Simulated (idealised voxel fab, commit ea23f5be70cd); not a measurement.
voxel self aligned vias: a process module
Displayed cross-section: cut, width of 240 nm, square cells sized 5 nm.
In this document a cross-section is written as a grid of square cells. It is given as a series of bands, listed from the top down, and a band is one or more rows of cells. The entry gives the band's vertical extent as a top height and a bottom height in nm, then its horizontal make-up as materials from left to right, each with a width in nm. "empty" stands for empty space; a single material marked "edge to edge" fills the band edge to edge. All heights in this document are referenced to 0, defined as the level beneath which the wafer, as received, consists entirely of one material. The lowest band is not bounded below; it extends indefinitely downward and is written in the form "0 nm and below". Width: "30->40" (first number = top row, second number = bottom row, same change from row to row of cells). Step marked "remained unchanged"? Then no cell in the cross-section changed in it. The label "Unvented cavities" introduces a list of the empty spaces, 8 cells or larger, that have no open way up to the top; each entry in it reads width x height at distance, where the distance is taken from the left edge and all three are stated in nm. Read whatever lies past the settings on a step's line as the simulator's own remark about the step. "overlay nm" denotes, for a step that has a mask, the displacement of the mask to the right of its planned place, with negative values corresponding to the left.

So here's the lineup of process steps we planned
- 1: RECEIVE with material Si
- 2: CONFORMAL_DEP with material SiO2, thk nm 15
- 3: CONFORMAL_DEP with material SiCN, thk nm 5
- 4: DIRECTIONAL_DEP with material SiO2, thk nm 25
- 5: MASKED_ETCH with tone open, mask id LINES, width nm 30, pitch nm 55, etch materials SiO2, depth nm 25, overlay nm 0
- 6: CONFORMAL_DEP with material TiN, thk nm 5
- 7: FILL_DEP with material W, thk nm 10
- 8: CMP with height nm 45
- 9: SELECTIVE_ETCH with etch materials W Ru TiN, depth nm 5
- 10: FILL_DEP with material SiN, thk nm 10
- 11: CMP with height nm 45
- 12: DIRECTIONAL_DEP with material SiO2, thk nm 20
- 13: MASKED_ETCH with tone open, mask id VIAS, width nm 40, pitch nm 55, etch materials SiO2, depth nm 20, overlay nm 0
- 14: MASKED_ETCH with tone open, mask id VIAS, width nm 40, pitch nm 55, etch materials SiN, depth nm 5, overlay nm 0
- 15: CONFORMAL_DEP with material TiN, thk nm 5
- 16: FILL_DEP with material W, thk nm 10
- 17: CMP with height nm 65
- 18: CONFORMAL_DEP with material SiCN, thk nm 5

So this is the incoming wafer in cross-section - it's already been through step 1
0 nm and below | Si edge to edge
Unvented cavities: none

The plan above was carried out on the starting structure above with one mistake, and this cross-section shows the wafer at the end of the module
70 nm to 65 nm | SiCN edge to edge
65 nm to 50 nm | SiO2 70 nm, then TiN 5 nm, then W 30 nm, then TiN 5 nm, then SiO2 15 nm, then TiN 5 nm, then W 30 nm, then TiN 5 nm, then SiO2 75 nm
50 nm to 45 nm | SiO2 70 nm, then TiN 10 nm, then W 20 nm, then TiN 10 nm, then SiO2 15 nm, then TiN 10 nm, then W 20 nm, then TiN 10 nm, then SiO2 75 nm
45 nm to 35 nm | SiO2 75 nm, then TiN 30 nm, then SiO2 25 nm, then TiN 30 nm, then SiO2 80 nm
35 nm to 30 nm | SiCN edge to edge
30 nm to 0 nm | SiO2 edge to edge
0 nm and below | Si edge to edge
Unvented cavities: none
Short version of what went wrong: step 2 from the plan got run twice
